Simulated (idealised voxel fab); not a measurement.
process module | voxel tone inversion
cross-section cut | 195 nm wide | cells 5 nm
A cross-section is a grid of square cells, given in bands from the top down. A band is one or more rows of cells.
Each band's line starts with the height of the band's top and of its bottom, in nm. Then come its materials from left to right, each with its width in nm. One material with "throughout" fills the band from edge to edge. "air" is empty space.
Height 0 is the level under which the wafer as received is all one material. The lowest band goes on downwards, as in "0 down".
A width such as "30 to 40" changes by the same amount from each row of cells to the next, from the band's top row to its bottom row.
"no change" after a step means that no cell of the cross-section changed.
closed voids: empty space of 8 cells or more with no open way to the top, each as width x height at its distance from the left edge, in nm
after a step's settings: what the simulator itself notes on the step
overlay nm, on a step with a mask: how far to the right of its planned place the mask lay; to the left if negative
plan
1 op RECEIVE | material Si
2 op CONFORMAL_DEP | material SiCN | thk nm 10
3 op DIRECTIONAL_DEP | material aC | thk nm 15
4 op PATTERN | tone cover | mask id POSTS | material resist | width nm 25 | pitch nm 55 | thk nm 25 | overlay nm 0
5 op DIRECTIONAL_ETCH | etch materials aC | depth nm 15
6 op STRIP | etch materials resist
7 op FILL_DEP | material lowk | thk nm 5
8 op CMP | height nm 25
9 op STRIP | etch materials aC
first wafer, as planned
as received, after step 1
  0 down: Si throughout
  closed voids: none
after step 2
  10 to 0: SiCN throughout
  below 0: unchanged
after step 3
  25 to 10: aC throughout
  below 10: unchanged
after step 4
  50 to 25: air 30 | resist 25 | air 30 | resist 25 | air 30 | resist 25 | air 30
  below 25: unchanged
after step 5
  35 to 25: air 30 | resist 25 | air 30 | resist 25 | air 30 | resist 25 | air 30
  25 to 10: air 30 | aC 25 | air 30 | aC 25 | air 30 | aC 25 | air 30
  below 10: unchanged
after step 6
  25 to 10: air 30 | aC 25 | air 30 | aC 25 | air 30 | aC 25 | air 30
  below 10: unchanged
after step 7
  30 to 25: lowk throughout
  25 to 10: lowk 30 | aC 25 | lowk 30 | aC 25 | lowk 30 | aC 25 | lowk 30
  below 10: unchanged
after step 8
  25 to 10: lowk 30 | aC 25 | lowk 30 | aC 25 | lowk 30 | aC 25 | lowk 30
  below 10: unchanged
after step 9
  25 to 10: lowk 30 | air 25 | lowk 30 | air 25 | lowk 30 | air 25 | lowk 30
  below 10: unchanged
second wafer: like start, like plan, one mistake. Through step 3 it matches the first wafer
when step 4 should have ended
  50 to 25: resist 30 | air 25 | resist 30 | air 25 | resist 30 | air 25 | resist 30
  below 25: unchanged
when step 5 should have ended
  35 to 25: resist 30 | air 25 | resist 30 | air 25 | resist 30 | air 25 | resist 30
  25 to 10: aC 30 | air 25 | aC 30 | air 25 | aC 30 | air 25 | aC 30
  below 10: unchanged
when step 6 should have ended
  25 to 10: aC 30 | air 25 | aC 30 | air 25 | aC 30 | air 25 | aC 30
  below 10: unchanged
when step 7 should have ended
  30 to 25: lowk throughout
  25 to 10: aC 30 | lowk 25 | aC 30 | lowk 25 | aC 30 | lowk 25 | aC 30
  below 10: unchanged
when step 8 should have ended
  25 to 10: aC 30 | lowk 25 | aC 30 | lowk 25 | aC 30 | lowk 25 | aC 30
  below 10: unchanged
when step 9 should have ended
  25 to 10: air 30 | lowk 25 | air 30 | lowk 25 | air 30 | lowk 25 | air 30
  below 10: unchanged
what went wrong: step 4 ran as: op PATTERN | tone open | mask id POSTS | material resist | width nm 25 | pitch nm 55 | thk nm 25 | overlay nm 0
at the end the second wafer has, in cells: 27 fewer of lowk
